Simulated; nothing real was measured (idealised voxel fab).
The document below concerns the process module designated voxel transistor to metal.
We display cut, a cross-section 170 nm in width whose square cells are each 5 nm.
Cross-section = grid of square cells, listed top down in bands; band = one or more rows. Top, bottom (nm), then materials left to right with widths (nm); lone material tagged "full width" fills the whole band edge to edge; "air" = empty space. Where do heights start? At 0: under that level the wafer as delivered is made of one material only. And the lowest band has no floor; it just carries on downward, as in "0 -> down". Width: "30 to 40" (first number = top row, second number = bottom row, same change from row to row of cells). What does "left unchanged" mean for a step? It means no cell of the cross-section changed in that step. Basically, "Entrapped void list" tells you about the enclosed voids: empty spaces with no open way to the top, 8 cells or bigger, each written width x height at distance, where distance is from the left edge, all in nm. Post-settings text on a step line: simulator's own remark regarding the step. A step's line can hold "overlay nm"; with a mask on that step, the setting says how far right of the planned place the mask lay, while a negative setting says it lay to the left. Reading guide: pairs of cross-sections, before and after one process step; after view cut off at lowest changed band; step and settings listed under each pair. Pairs may stem from different runs of this module on the same starting wafer; continuity with the pair above only where the "Before-step section" entry states it.

### Before-step section
> 65 -> 55: W full width
> 55 -> 50: TiN 45 nm; W 20 nm; TiN 40 nm; W 20 nm; TiN 45 nm
> 50 -> 40: SiO2 40 nm; TiN 5 nm; W 20 nm; TiN 5 nm; SiO2 30 nm; TiN 5 nm; W 20 nm; TiN 5 nm; SiO2 40 nm
> 40 -> 35: SiO2 40 nm; TiN 5 nm; W 15 nm; TiN 10 nm; SiO2 30 nm; TiN 10 nm; W 15 nm; TiN 5 nm; SiO2 40 nm
> 35 -> 25: SiO2 40 nm; TiN 5 nm; W 15 nm; TiN 5 nm; SiN 5 nm; SiO2 5 nm; SiCN 20 nm; SiO2 5 nm; SiN 5 nm; TiN 5 nm; W 15 nm; TiN 5 nm; SiO2 40 nm
> 25 -> 15: SiO2 40 nm; TiN 5 nm; W 15 nm; TiN 5 nm; SiN 5 nm; SiO2 5 nm; polySi 20 nm; SiO2 5 nm; SiN 5 nm; TiN 5 nm; W 15 nm; TiN 5 nm; SiO2 40 nm
> 15 -> 10: SiO2 40 nm; TiN 25 nm; SiN 5 nm; SiO2 5 nm; polySi 20 nm; SiO2 5 nm; SiN 5 nm; TiN 25 nm; SiO2 40 nm
> 10 -> 0: SiO2 25 nm; nSi 40 nm; SiN 5 nm; SiO2 5 nm; polySi 20 nm; SiO2 5 nm; SiN 5 nm; nSi 40 nm; SiO2 25 nm
> 0 -> -5: SiO2 25 nm; nSi 5 nm; SiN 5 nm; nSi 30 nm; SiN 5 nm; SiO2 5 nm; polySi 20 nm; SiO2 5 nm; SiN 5 nm; nSi 30 nm; SiN 5 nm; nSi 5 nm; SiO2 25 nm
> -5 -> -10: SiO2 35 nm; nSi 30 nm; SiO2 40 nm; nSi 30 nm; SiO2 35 nm
> -10 -> -25: SiO2 30 nm; Si 5 nm; nSi 30 nm; Si 40 nm; nSi 30 nm; Si 5 nm; SiO2 30 nm
> -25 -> -30: SiO2 30 nm; Si 110 nm; SiO2 30 nm
> -30 -> down: Si full width
> Entrapped void list: none

### Post-Step Geometry
> 70 -> 65: TiN full width
> For the remainder of the cross-section, below 65, there is no change.
> Entrapped void list: none
Before/after cross-sections above; step in between: DIRECTIONAL_DEP,material TiN,thk nm 5

Before-step section: This step starts from the configuration shown after the step in the pair immediately above.

### Post-Step Geometry
> 85 -> 70: W full width
> For the remainder of the cross-section, below 70, there is no change.
> Entrapped void list: none
Before/after cross-sections above; step in between: DIRECTIONAL_DEP,material W,thk nm 15

Before-step section: This step starts from the configuration shown after the step in the pair immediately above.

### Post-Step Geometry
> 100 -> 85: air 40 nm; resist 20 nm; air 50 nm; resist 20 nm; air 40 nm
> For the remainder of the cross-section, below 85, there is no change.
> Entrapped void list: none
Before/after cross-sections above; step in between: PATTERN,tone cover,mask id METAL_1,material resist,width nm 20,pitch nm 70,thk nm 15,overlay nm 0

Before-step section: This step starts from the configuration shown after the step in the pair immediately above.

### Post-Step Geometry
> 100 -> 85: air 40 nm; resist 20 nm; air 50 nm; resist 20 nm; air 40 nm
> 85 -> 70: air 40 nm; W 20 nm; air 50 nm; W 20 nm; air 40 nm
> For the remainder of the cross-section, below 70, there is no change.
> Entrapped void list: none
Before/after cross-sections above; step in between: DIRECTIONAL_ETCH,etch materials W,depth nm 15

Before-step section: This step starts from the configuration shown after the step in the pair immediately above.

### Post-Step Geometry
> 100 -> 85: air 40 nm; resist 20 nm; air 50 nm; resist 20 nm; air 40 nm
> 85 -> 70: air 40 nm; W 20 nm; air 50 nm; W 20 nm; air 40 nm
> 70 -> 65: air 40 nm; TiN 20 nm; air 50 nm; TiN 20 nm; air 40 nm
> For the remainder of the cross-section, below 65, there is no change.
> Entrapped void list: none
Before/after cross-sections above; step in between: DIRECTIONAL_ETCH,etch materials TiN,depth nm 5

Before-step section: This step starts from the configuration shown after the step in the pair immediately above.

### Post-Step Geometry
> 85 -> 70: air 40 nm; W 20 nm; air 50 nm; W 20 nm; air 40 nm
> For the remainder of the cross-section, below 70, there is no change.
> Entrapped void list: none
Before/after cross-sections above; step in between: STRIP,etch materials resist

Before-step section: This step starts from the configuration shown after the step in the pair immediately above.

### Post-Step Geometry
> 90 -> 85: air 35 nm; SiN 30 nm; air 40 nm; SiN 30 nm; air 35 nm
> 85 -> 70: air 35 nm; SiN 5 nm; W 20 nm; SiN 5 nm; air 40 nm; SiN 5 nm; W 20 nm; SiN 5 nm; air 35 nm
> 70 -> 65: SiN 40 nm; TiN 20 nm; SiN 50 nm; TiN 20 nm; SiN 40 nm
> For the remainder of the cross-section, below 65, there is no change.
> Entrapped void list: none
Before/after cross-sections above; step in between: CONFORMAL_DEP,material SiN,thk nm 5

Before-step section: This step starts from the configuration shown after the step in the pair immediately above.

### Post-Step Geometry
> 100 -> 90: lowk full width
> 90 -> 85: lowk 35 nm; SiN 30 nm; lowk 40 nm; SiN 30 nm; lowk 35 nm
> 85 -> 70: lowk 35 nm; SiN 5 nm; W 20 nm; SiN 5 nm; lowk 40 nm; SiN 5 nm; W 20 nm; SiN 5 nm; lowk 35 nm
> For the remainder of the cross-section, below 70, there is no change.
> Entrapped void list: none
Before/after cross-sections above; step in between: FILL_DEP,material lowk,thk nm 10

Before-step section: This step starts from the configuration shown after the step in the pair immediately above.

### Post-Step Geometry
> 70 -> 65: SiN 40 nm; TiN 20 nm; SiN 50 nm; TiN 20 nm; SiN 40 nm
> For the remainder of the cross-section, below 65, there is no change.
> Entrapped void list: none
Before/after cross-sections above; step in between: CMP,height nm 70

Before-step section: This step starts from the configuration shown after the step in the pair immediately above.

### Post-Step Geometry
> 75 -> 70: SiCN full width
> For the remainder of the cross-section, below 70, there is no change.
> Entrapped void list: none
Before/after cross-sections above; step in between: CONFORMAL_DEP,material SiCN,thk nm 5

Before-step section: This step starts from the configuration shown after the step in the pair immediately above.

### Post-Step Geometry
> 100 -> 75: lowk full width
> For the remainder of the cross-section, below 75, there is no change.
> Entrapped void list: none
Before/after cross-sections above; step in between: DIRECTIONAL_DEP,material lowk,thk nm 25

Before-step section: This step starts from the configuration shown after the step in the pair immediately above.

### Post-Step Geometry
> 110 -> 100: aC full width
> For the remainder of the cross-section, below 100, there is no change.
> Entrapped void list: none
Before/after cross-sections above; step in between: DIRECTIONAL_DEP,material aC,thk nm 10

Before-step section: This step starts from the configuration shown after the step in the pair immediately above.

### Post-Step Geometry
> 135 -> 110: resist 40 nm; air 15 nm; resist 55 nm; air 15 nm; resist 45 nm
> For the remainder of the cross-section, below 110, there is no change.
> Entrapped void list: none
Before/after cross-sections above; step in between: PATTERN,tone open,mask id METAL_2_HOLES,material resist,width nm 15,pitch nm 70,thk nm 25,overlay nm 0

Before-step section: This step starts from the configuration shown after the step in the pair immediately above.

### Post-Step Geometry
> 125 -> 110: resist 40 nm; air 15 nm; resist 55 nm; air 15 nm; resist 45 nm
> 110 -> 100: aC 40 nm; air 15 nm; aC 55 nm; air 15 nm; aC 45 nm
> For the remainder of the cross-section, below 100, there is no change.
> Entrapped void list: none
Before/after cross-sections above; step in between: DIRECTIONAL_ETCH,etch materials aC,depth nm 10

Before-step section: This step starts from the configuration shown after the step in the pair immediately above.

### Post-Step Geometry
> 110 -> 100: aC 40 nm; air 15 nm; aC 55 nm; air 15 nm; aC 45 nm
> For the remainder of the cross-section, below 100, there is no change.
> Entrapped void list: none
Before/after cross-sections above; step in between: STRIP,etch materials resist

Before-step section: This step starts from the configuration shown after the step in the pair immediately above.

### Post-Step Geometry
> 110 -> 100: aC 40 nm; air 15 nm; aC 55 nm; air 15 nm; aC 45 nm
> 100 -> 75: lowk 40 nm; air 15 nm; lowk 55 nm; air 15 nm; lowk 45 nm
> For the remainder of the cross-section, below 75, there is no change.
> Entrapped void list: none
Before/after cross-sections above; step in between: DIRECTIONAL_ETCH,etch materials lowk,depth nm 25

Before-step section: This step starts from the configuration shown after the step in the pair immediately above.

### Post-Step Geometry
> 100 -> 75: lowk 40 nm; air 15 nm; lowk 55 nm; air 15 nm; lowk 45 nm
> For the remainder of the cross-section, below 75, there is no change.
> Entrapped void list: none
Before/after cross-sections above; step in between: STRIP,etch materials aC

Before-step section: This step starts from the configuration shown after the step in the pair immediately above.

### Post-Step Geometry
> 100 -> 85: lowk 40 nm; air 20 nm; lowk 50 nm; air 20 nm; lowk 40 nm
> For the remainder of the cross-section, below 85, there is no change.
> Entrapped void list: none
Before/after cross-sections above; step in between: MASKED_ETCH,tone open,mask id METAL_2,width nm 20,pitch nm 70,etch materials lowk,depth nm 15,overlay nm 0

Before-step section: This step starts from the configuration shown after the step in the pair immediately above.

### Post-Step Geometry
> 100 -> 85: lowk 40 nm; air 20 nm; lowk 50 nm; air 20 nm; lowk 40 nm
> 85 -> 75: lowk 40 nm; air 15 nm; lowk 55 nm; air 15 nm; lowk 45 nm
> 75 -> 70: SiCN 40 nm; air 15 nm; SiCN 55 nm; air 15 nm; SiCN 45 nm
> For the remainder of the cross-section, below 70, there is no change.
> Entrapped void list: none
Before/after cross-sections above; step in between: MASKED_ETCH,tone open,mask id METAL_2,width nm 20,pitch nm 70,etch materials SiCN,depth nm 5,overlay nm 0

Before-step section: This step starts from the configuration shown after the step in the pair immediately above.

### Post-Step Geometry
> 105 -> 100: TiN 45 nm; air 10 nm; TiN 60 nm; air 10 nm; TiN 45 nm
> 100 -> 90: lowk 40 nm; TiN 5 nm; air 10 nm; TiN 5 nm; lowk 50 nm; TiN 5 nm; air 10 nm; TiN 5 nm; lowk 40 nm
> 90 -> 85: lowk 40 nm; TiN 5 nm; air 5 nm; TiN 10 nm; lowk 50 nm; TiN 5 nm; air 5 nm; TiN 10 nm; lowk 40 nm
> 85 -> 75: lowk 40 nm; TiN 5 nm; air 5 nm; TiN 5 nm; lowk 55 nm; TiN 5 nm; air 5 nm; TiN 5 nm; lowk 45 nm
> 75 -> 70: SiCN 40 nm; TiN 15 nm; SiCN 55 nm; TiN 15 nm; SiCN 45 nm
> For the remainder of the cross-section, below 70, there is no change.
> Entrapped void list: none
Before/after cross-sections above; step in between: CONFORMAL_DEP,material TiN,thk nm 5

Before-step section: This step starts from the configuration shown after the step in the pair immediately above.

### Post-Step Geometry
> 115 -> 105: Cu full width
> 105 -> 100: TiN 45 nm; Cu 10 nm; TiN 60 nm; Cu 10 nm; TiN 45 nm
> 100 -> 90: lowk 40 nm; TiN 5 nm; Cu 10 nm; TiN 5 nm; lowk 50 nm; TiN 5 nm; Cu 10 nm; TiN 5 nm; lowk 40 nm
> 90 -> 85: lowk 40 nm; TiN 5 nm; Cu 5 nm; TiN 10 nm; lowk 50 nm; TiN 5 nm; Cu 5 nm; TiN 10 nm; lowk 40 nm
> 85 -> 75: lowk 40 nm; TiN 5 nm; Cu 5 nm; TiN 5 nm; lowk 55 nm; TiN 5 nm; Cu 5 nm; TiN 5 nm; lowk 45 nm
> For the remainder of the cross-section, below 75, there is no change.
> Entrapped void list: none
Before/after cross-sections above; step in between: FILL_DEP,material Cu,thk nm 10

Before-step section: This step starts from the configuration shown after the step in the pair immediately above.

### Post-Step Geometry
> 100 -> 90: lowk 40 nm; TiN 5 nm; Cu 10 nm; TiN 5 nm; lowk 50 nm; TiN 5 nm; Cu 10 nm; TiN 5 nm; lowk 40 nm
> For the remainder of the cross-section, below 90, there is no change.
> Entrapped void list: none
Before/after cross-sections above; step in between: CMP,height nm 100

Before-step section: This step starts from the configuration shown after the step in the pair immediately above.

### Post-Step Geometry
> 105 -> 100: SiCN full width
> For the remainder of the cross-section, below 100, there is no change.
> Entrapped void list: none
Before/after cross-sections above; step in between: CONFORMAL_DEP,material SiCN,thk nm 5

### Before-step section
> 50 -> 35: SiO2 full width
> 35 -> 25: SiO2 65 nm; SiN 5 nm; SiO2 5 nm; SiCN 20 nm; SiO2 5 nm; SiN 5 nm; SiO2 65 nm
> 25 -> 10: SiO2 65 nm; SiN 5 nm; SiO2 5 nm; polySi 20 nm; SiO2 5 nm; SiN 5 nm; SiO2 65 nm
> 10 -> 0: SiO2 25 nm; nSi 40 nm; SiN 5 nm; SiO2 5 nm; polySi 20 nm; SiO2 5 nm; SiN 5 nm; nSi 40 nm; SiO2 25 nm
> 0 -> -5: SiO2 25 nm; nSi 5 nm; SiN 5 nm; nSi 30 nm; SiN 5 nm; SiO2 5 nm; polySi 20 nm; SiO2 5 nm; SiN 5 nm; nSi 30 nm; SiN 5 nm; nSi 5 nm; SiO2 25 nm
> -5 -> -10: SiO2 35 nm; nSi 30 nm; SiO2 40 nm; nSi 30 nm; SiO2 35 nm
> -10 -> -25: SiO2 30 nm; Si 5 nm; nSi 30 nm; Si 40 nm; nSi 30 nm; Si 5 nm; SiO2 30 nm
> -25 -> -30: SiO2 30 nm; Si 110 nm; SiO2 30 nm
> -30 -> down: Si full width
> Entrapped void list: none

### Post-Step Geometry
> 65 -> 35: SiO2 full width
> For the remainder of the cross-section, below 35, there is no change.
> Entrapped void list: none
Before/after cross-sections above; step in between: DIRECTIONAL_DEP,material SiO2,thk nm 15

Before-step section: This step starts from the configuration shown after the step in the pair immediately above.

### Post-Step Geometry
> 80 -> 65: resist 40 nm; air 30 nm; resist 30 nm; air 30 nm; resist 40 nm
> For the remainder of the cross-section, below 65, there is no change.
> Entrapped void list: none
Before/after cross-sections above; step in between: PATTERN,tone open,mask id CONTACT,material resist,width nm 30,pitch nm 60,thk nm 15,overlay nm 0

Before-step section: This step starts from the configuration shown after the step in the pair immediately above.

### Post-Step Geometry
> 80 -> 65: resist 40 nm; air 30 nm; resist 30 nm; air 30 nm; resist 40 nm
> 65 -> 35: SiO2 40 nm; air 30 nm; SiO2 30 nm; air 30 nm; SiO2 40 nm
> 35 -> 25: SiO2 40 nm; air 25 nm; SiN 5 nm; SiO2 5 nm; SiCN 20 nm; SiO2 5 nm; SiN 5 nm; air 25 nm; SiO2 40 nm
> For the remainder of the cross-section, below 25, there is no change.
> Entrapped void list: none
Before/after cross-sections above; step in between: DIRECTIONAL_ETCH,etch materials SiO2,depth nm 40

Before-step section: This step starts from the configuration shown after the step in the pair immediately above.

### Post-Step Geometry
> 65 -> 35: SiO2 40 nm; air 30 nm; SiO2 30 nm; air 30 nm; SiO2 40 nm
> For the remainder of the cross-section, below 35, there is no change.
> Entrapped void list: none
Before/after cross-sections above; step in between: STRIP,etch materials resist

Before-step section: This step starts from the configuration shown after the step in the pair immediately above.

### Post-Step Geometry
> 70 -> 65: TiN 45 nm; air 20 nm; TiN 40 nm; air 20 nm; TiN 45 nm
> 65 -> 40: SiO2 40 nm; TiN 5 nm; air 20 nm; TiN 5 nm; SiO2 30 nm; TiN 5 nm; air 20 nm; TiN 5 nm; SiO2 40 nm
> 40 -> 35: SiO2 40 nm; TiN 5 nm; air 15 nm; TiN 10 nm; SiO2 30 nm; TiN 10 nm; air 15 nm; TiN 5 nm; SiO2 40 nm
> 35 -> 30: SiO2 40 nm; TiN 5 nm; air 15 nm; TiN 5 nm; SiN 5 nm; SiO2 5 nm; SiCN 20 nm; SiO2 5 nm; SiN 5 nm; TiN 5 nm; air 15 nm; TiN 5 nm; SiO2 40 nm
> 30 -> 25: SiO2 40 nm; TiN 25 nm; SiN 5 nm; SiO2 5 nm; SiCN 20 nm; SiO2 5 nm; SiN 5 nm; TiN 25 nm; SiO2 40 nm
> For the remainder of the cross-section, below 25, there is no change.
> Entrapped void list: none
Before/after cross-sections above; step in between: CONFORMAL_DEP,material TiN,thk nm 5

Before-step section: This step starts from the configuration shown after the step in the pair immediately above.

### Post-Step Geometry
> 80 -> 70: W full width
> 70 -> 65: TiN 45 nm; W 20 nm; TiN 40 nm; W 20 nm; TiN 45 nm
> 65 -> 40: SiO2 40 nm; TiN 5 nm; W 20 nm; TiN 5 nm; SiO2 30 nm; TiN 5 nm; W 20 nm; TiN 5 nm; SiO2 40 nm
> 40 -> 35: SiO2 40 nm; TiN 5 nm; W 15 nm; TiN 10 nm; SiO2 30 nm; TiN 10 nm; W 15 nm; TiN 5 nm; SiO2 40 nm
> 35 -> 30: SiO2 40 nm; TiN 5 nm; W 15 nm; TiN 5 nm; SiN 5 nm; SiO2 5 nm; SiCN 20 nm; SiO2 5 nm; SiN 5 nm; TiN 5 nm; W 15 nm; TiN 5 nm; SiO2 40 nm
> For the remainder of the cross-section, below 30, there is no change.
> Entrapped void list: none
Before/after cross-sections above; step in between: FILL_DEP,material W,thk nm 10

Before-step section: This step starts from the configuration shown after the step in the pair immediately above.

### Post-Step Geometry
> 50 -> 40: SiO2 40 nm; TiN 5 nm; W 20 nm; TiN 5 nm; SiO2 30 nm; TiN 5 nm; W 20 nm; TiN 5 nm; SiO2 40 nm
> For the remainder of the cross-section, below 40, there is no change.
> Entrapped void list: none
Before/after cross-sections above; step in between: CMP,height nm 50

Before-step section: This step starts from the configuration shown after the step in the pair immediately above.

### Post-Step Geometry
> 55 -> 50: TiN full width
> For the remainder of the cross-section, below 50, there is no change.
> Entrapped void list: none
Before/after cross-sections above; step in between: DIRECTIONAL_DEP,material TiN,thk nm 5

Before-step section: This step starts from the configuration shown after the step in the pair immediately above.

### Post-Step Geometry
> 70 -> 55: W full width
> For the remainder of the cross-section, below 55, there is no change.
> Entrapped void list: none
Before/after cross-sections above; step in between: DIRECTIONAL_DEP,material W,thk nm 15

Before-step section: This step starts from the configuration shown after the step in the pair immediately above.

### Post-Step Geometry
> 85 -> 70: air 40 nm; resist 20 nm; air 50 nm; resist 20 nm; air 40 nm
> For the remainder of the cross-section, below 70, there is no change.
> Entrapped void list: none
Before/after cross-sections above; step in between: PATTERN,tone cover,mask id METAL_1,material resist,width nm 20,pitch nm 70,thk nm 15,overlay nm 0

Before-step section: This step starts from the configuration shown after the step in the pair immediately above.

### Post-Step Geometry
> 85 -> 70: air 40 nm; resist 20 nm; air 50 nm; resist 20 nm; air 40 nm
> 70 -> 55: air 40 nm; W 20 nm; air 50 nm; W 20 nm; air 40 nm
> For the remainder of the cross-section, below 55, there is no change.
> Entrapped void list: none
Before/after cross-sections above; step in between: DIRECTIONAL_ETCH,etch materials W,depth nm 15

Before-step section: This step starts from the configuration shown after the step in the pair immediately above.

### Post-Step Geometry
> 85 -> 70: air 40 nm; resist 20 nm; air 50 nm; resist 20 nm; air 40 nm
> 70 -> 55: air 40 nm; W 20 nm; air 50 nm; W 20 nm; air 40 nm
> 55 -> 50: air 40 nm; TiN 20 nm; air 50 nm; TiN 20 nm; air 40 nm
> For the remainder of the cross-section, below 50, there is no change.
> Entrapped void list: none
Before/after cross-sections above; step in between: DIRECTIONAL_ETCH,etch materials TiN,depth nm 5

Before-step section: This step starts from the configuration shown after the step in the pair immediately above.

### Post-Step Geometry
> 70 -> 55: air 40 nm; W 20 nm; air 50 nm; W 20 nm; air 40 nm
> For the remainder of the cross-section, below 55, there is no change.
> Entrapped void list: none
Before/after cross-sections above; step in between: STRIP,etch materials resist

Before-step section: This step starts from the configuration shown after the step in the pair immediately above.

### Post-Step Geometry
> 75 -> 70: air 35 nm; SiN 30 nm; air 40 nm; SiN 30 nm; air 35 nm
> 70 -> 55: air 35 nm; SiN 5 nm; W 20 nm; SiN 5 nm; air 40 nm; SiN 5 nm; W 20 nm; SiN 5 nm; air 35 nm
> 55 -> 50: SiN 40 nm; TiN 20 nm; SiN 50 nm; TiN 20 nm; SiN 40 nm
> For the remainder of the cross-section, below 50, there is no change.
> Entrapped void list: none
Before/after cross-sections above; step in between: CONFORMAL_DEP,material SiN,thk nm 5

Before-step section: This step starts from the configuration shown after the step in the pair immediately above.

### Post-Step Geometry
> 85 -> 75: lowk full width
> 75 -> 70: lowk 35 nm; SiN 30 nm; lowk 40 nm; SiN 30 nm; lowk 35 nm
> 70 -> 55: lowk 35 nm; SiN 5 nm; W 20 nm; SiN 5 nm; lowk 40 nm; SiN 5 nm; W 20 nm; SiN 5 nm; lowk 35 nm
> For the remainder of the cross-section, below 55, there is no change.
> Entrapped void list: none
Before/after cross-sections above; step in between: FILL_DEP,material lowk,thk nm 10

Before-step section: This step starts from the configuration shown after the step in the pair immediately above.

### Post-Step Geometry
> 70 -> 55: lowk 35 nm; SiN 5 nm; W 20 nm; SiN 5 nm; lowk 40 nm; SiN 5 nm; W 20 nm; SiN 5 nm; lowk 35 nm
> For the remainder of the cross-section, below 55, there is no change.
> Entrapped void list: none
Before/after cross-sections above; step in between: CMP,height nm 70

Before-step section: This step starts from the configuration shown after the step in the pair immediately above.

### Post-Step Geometry
> 75 -> 70: SiCN full width
> For the remainder of the cross-section, below 70, there is no change.
> Entrapped void list: none
Before/after cross-sections above; step in between: CONFORMAL_DEP,material SiCN,thk nm 5

Before-step section: This step starts from the configuration shown after the step in the pair immediately above.

### Post-Step Geometry
> 100 -> 75: lowk full width
> For the remainder of the cross-section, below 75, there is no change.
> Entrapped void list: none
Before/after cross-sections above; step in between: DIRECTIONAL_DEP,material lowk,thk nm 25

Before-step section: This step starts from the configuration shown after the step in the pair immediately above.

### Post-Step Geometry
> 110 -> 100: aC full width
> For the remainder of the cross-section, below 100, there is no change.
> Entrapped void list: none
Before/after cross-sections above; step in between: DIRECTIONAL_DEP,material aC,thk nm 10

Before-step section: This step starts from the configuration shown after the step in the pair immediately above.

### Post-Step Geometry
> 135 -> 110: resist 40 nm; air 15 nm; resist 55 nm; air 15 nm; resist 45 nm
> For the remainder of the cross-section, below 110, there is no change.
> Entrapped void list: none
Before/after cross-sections above; step in between: PATTERN,tone open,mask id METAL_2_HOLES,material resist,width nm 15,pitch nm 70,thk nm 25,overlay nm 0

Before-step section: This step starts from the configuration shown after the step in the pair immediately above.

### Post-Step Geometry
> 125 -> 110: resist 40 nm; air 15 nm; resist 55 nm; air 15 nm; resist 45 nm
> 110 -> 100: aC 40 nm; air 15 nm; aC 55 nm; air 15 nm; aC 45 nm
> For the remainder of the cross-section, below 100, there is no change.
> Entrapped void list: none
Before/after cross-sections above; step in between: DIRECTIONAL_ETCH,etch materials aC,depth nm 10

Before-step section: This step starts from the configuration shown after the step in the pair immediately above.

### Post-Step Geometry
> 110 -> 100: aC 40 nm; air 15 nm; aC 55 nm; air 15 nm; aC 45 nm
> For the remainder of the cross-section, below 100, there is no change.
> Entrapped void list: none
Before/after cross-sections above; step in between: STRIP,etch materials resist

Before-step section: This step starts from the configuration shown after the step in the pair immediately above.

### Post-Step Geometry
> 110 -> 100: aC 40 nm; air 15 nm; aC 55 nm; air 15 nm; aC 45 nm
> 100 -> 75: lowk 40 nm; air 15 nm; lowk 55 nm; air 15 nm; lowk 45 nm
> For the remainder of the cross-section, below 75, there is no change.
> Entrapped void list: none
Before/after cross-sections above; step in between: DIRECTIONAL_ETCH,etch materials lowk,depth nm 25

Before-step section: This step starts from the configuration shown after the step in the pair immediately above.

### Post-Step Geometry
> 100 -> 75: lowk 40 nm; air 15 nm; lowk 55 nm; air 15 nm; lowk 45 nm
> For the remainder of the cross-section, below 75, there is no change.
> Entrapped void list: none
Before/after cross-sections above; step in between: STRIP,etch materials aC

Before-step section: This step starts from the configuration shown after the step in the pair immediately above.

### Post-Step Geometry
> 100 -> 85: lowk 40 nm; air 20 nm; lowk 50 nm; air 20 nm; lowk 40 nm
> For the remainder of the cross-section, below 85, there is no change.
> Entrapped void list: none
Before/after cross-sections above; step in between: MASKED_ETCH,tone open,mask id METAL_2,width nm 20,pitch nm 70,etch materials lowk,depth nm 15,overlay nm 0

Before-step section: This step starts from the configuration shown after the step in the pair immediately above.

### Post-Step Geometry
> 100 -> 85: lowk 40 nm; air 20 nm; lowk 50 nm; air 20 nm; lowk 40 nm
> 85 -> 75: lowk 40 nm; air 15 nm; lowk 55 nm; air 15 nm; lowk 45 nm
> 75 -> 70: SiCN 40 nm; air 15 nm; SiCN 55 nm; air 15 nm; SiCN 45 nm
> For the remainder of the cross-section, below 70, there is no change.
> Entrapped void list: none
Before/after cross-sections above; step in between: MASKED_ETCH,tone open,mask id METAL_2,width nm 20,pitch nm 70,etch materials SiCN,depth nm 5,overlay nm 0

Before-step section: This step starts from the configuration shown after the step in the pair immediately above.

### Post-Step Geometry
> 105 -> 100: TiN 45 nm; air 10 nm; TiN 60 nm; air 10 nm; TiN 45 nm
> 100 -> 90: lowk 40 nm; TiN 5 nm; air 10 nm; TiN 5 nm; lowk 50 nm; TiN 5 nm; air 10 nm; TiN 5 nm; lowk 40 nm
> 90 -> 85: lowk 40 nm; TiN 5 nm; air 5 nm; TiN 10 nm; lowk 50 nm; TiN 5 nm; air 5 nm; TiN 10 nm; lowk 40 nm
> 85 -> 75: lowk 40 nm; TiN 5 nm; air 5 nm; TiN 5 nm; lowk 55 nm; TiN 5 nm; air 5 nm; TiN 5 nm; lowk 45 nm
> 75 -> 70: SiCN 40 nm; TiN 15 nm; SiCN 55 nm; TiN 15 nm; SiCN 45 nm
> For the remainder of the cross-section, below 70, there is no change.
> Entrapped void list: none
Before/after cross-sections above; step in between: CONFORMAL_DEP,material TiN,thk nm 5

Before-step section: This step starts from the configuration shown after the step in the pair immediately above.

### Post-Step Geometry
> 115 -> 105: Cu full width
> 105 -> 100: TiN 45 nm; Cu 10 nm; TiN 60 nm; Cu 10 nm; TiN 45 nm
> 100 -> 90: lowk 40 nm; TiN 5 nm; Cu 10 nm; TiN 5 nm; lowk 50 nm; TiN 5 nm; Cu 10 nm; TiN 5 nm; lowk 40 nm
> 90 -> 85: lowk 40 nm; TiN 5 nm; Cu 5 nm; TiN 10 nm; lowk 50 nm; TiN 5 nm; Cu 5 nm; TiN 10 nm; lowk 40 nm
> 85 -> 75: lowk 40 nm; TiN 5 nm; Cu 5 nm; TiN 5 nm; lowk 55 nm; TiN 5 nm; Cu 5 nm; TiN 5 nm; lowk 45 nm
> For the remainder of the cross-section, below 75, there is no change.
> Entrapped void list: none
Before/after cross-sections above; step in between: FILL_DEP,material Cu,thk nm 10

Before-step section: This step starts from the configuration shown after the step in the pair immediately above.

### Post-Step Geometry
> 100 -> 90: lowk 40 nm; TiN 5 nm; Cu 10 nm; TiN 5 nm; lowk 50 nm; TiN 5 nm; Cu 10 nm; TiN 5 nm; lowk 40 nm
> For the remainder of the cross-section, below 90, there is no change.
> Entrapped void list: none
Before/after cross-sections above; step in between: CMP,height nm 100

Before-step section: This step starts from the configuration shown after the step in the pair immediately above.

### Post-Step Geometry
> 105 -> 100: SiCN full width
> For the remainder of the cross-section, below 100, there is no change.
> Entrapped void list: none
Before/after cross-sections above; step in between: CONFORMAL_DEP,material SiCN,thk nm 5

### Before-step section
> 35 -> 30: air 65 nm; SiN 5 nm; air 5 nm; SiCN 20 nm; air 5 nm; SiN 5 nm; air 65 nm
> 30 -> 25: air 65 nm; SiN 5 nm; SiO2 5 nm; SiCN 20 nm; SiO2 5 nm; SiN 5 nm; air 65 nm
> 25 -> 0: air 65 nm; SiN 5 nm; SiO2 5 nm; polySi 20 nm; SiO2 5 nm; SiN 5 nm; air 65 nm
> 0 -> -5: air 30 nm; SiN 5 nm; air 30 nm; SiN 5 nm; SiO2 5 nm; polySi 20 nm; SiO2 5 nm; SiN 5 nm; air 30 nm; SiN 5 nm; air 30 nm
> -5 -> -10: SiO2 35 nm; air 30 nm; SiO2 40 nm; air 30 nm; SiO2 35 nm
> -10 -> -30: SiO2 30 nm; Si 110 nm; SiO2 30 nm
> -30 -> down: Si full width
> Entrapped void list: none

### Post-Step Geometry
> 35 -> 30: air 65 nm; SiN 5 nm; air 5 nm; SiCN 20 nm; air 5 nm; SiN 5 nm; air 65 nm
> 30 -> 25: air 65 nm; SiN 5 nm; SiO2 5 nm; SiCN 20 nm; SiO2 5 nm; SiN 5 nm; air 65 nm
> 25 -> 10: air 65 nm; SiN 5 nm; SiO2 5 nm; polySi 20 nm; SiO2 5 nm; SiN 5 nm; air 65 nm
> 10 -> 0: air 25 nm; nSi 40 nm; SiN 5 nm; SiO2 5 nm; polySi 20 nm; SiO2 5 nm; SiN 5 nm; nSi 40 nm; air 25 nm
> 0 -> -5: air 25 nm; nSi 5 nm; SiN 5 nm; nSi 30 nm; SiN 5 nm; SiO2 5 nm; polySi 20 nm; SiO2 5 nm; SiN 5 nm; nSi 30 nm; SiN 5 nm; nSi 5 nm; air 25 nm
> -5 -> -10: SiO2 35 nm; nSi 30 nm; SiO2 40 nm; nSi 30 nm; SiO2 35 nm
> For the remainder of the cross-section, below -10, there is no change.
> Entrapped void list: none
Before/after cross-sections above; step in between: EPI,material nSi,thk nm 20

Before-step section: This step starts from the configuration shown after the step in the pair immediately above.

### Post-Step Geometry
> 35 -> 30: air 65 nm; SiN 5 nm; air 5 nm; SiCN 20 nm; air 5 nm; SiN 5 nm; air 65 nm
> 30 -> 25: air 65 nm; SiN 5 nm; SiO2 5 nm; SiCN 20 nm; SiO2 5 nm; SiN 5 nm; air 65 nm
> 25 -> 0: air 65 nm; SiN 5 nm; SiO2 5 nm; polySi 20 nm; SiO2 5 nm; SiN 5 nm; air 65 nm
> 0 -> -5: air 30 nm; SiN 5 nm; air 30 nm; SiN 5 nm; SiO2 5 nm; polySi 20 nm; SiO2 5 nm; SiN 5 nm; air 30 nm; SiN 5 nm; air 30 nm
> For the remainder of the cross-section, below -5, there is no change.
> Entrapped void list: none
Before/after cross-sections above; step in between: DIRECTIONAL_ETCH,etch materials Si,depth nm 15
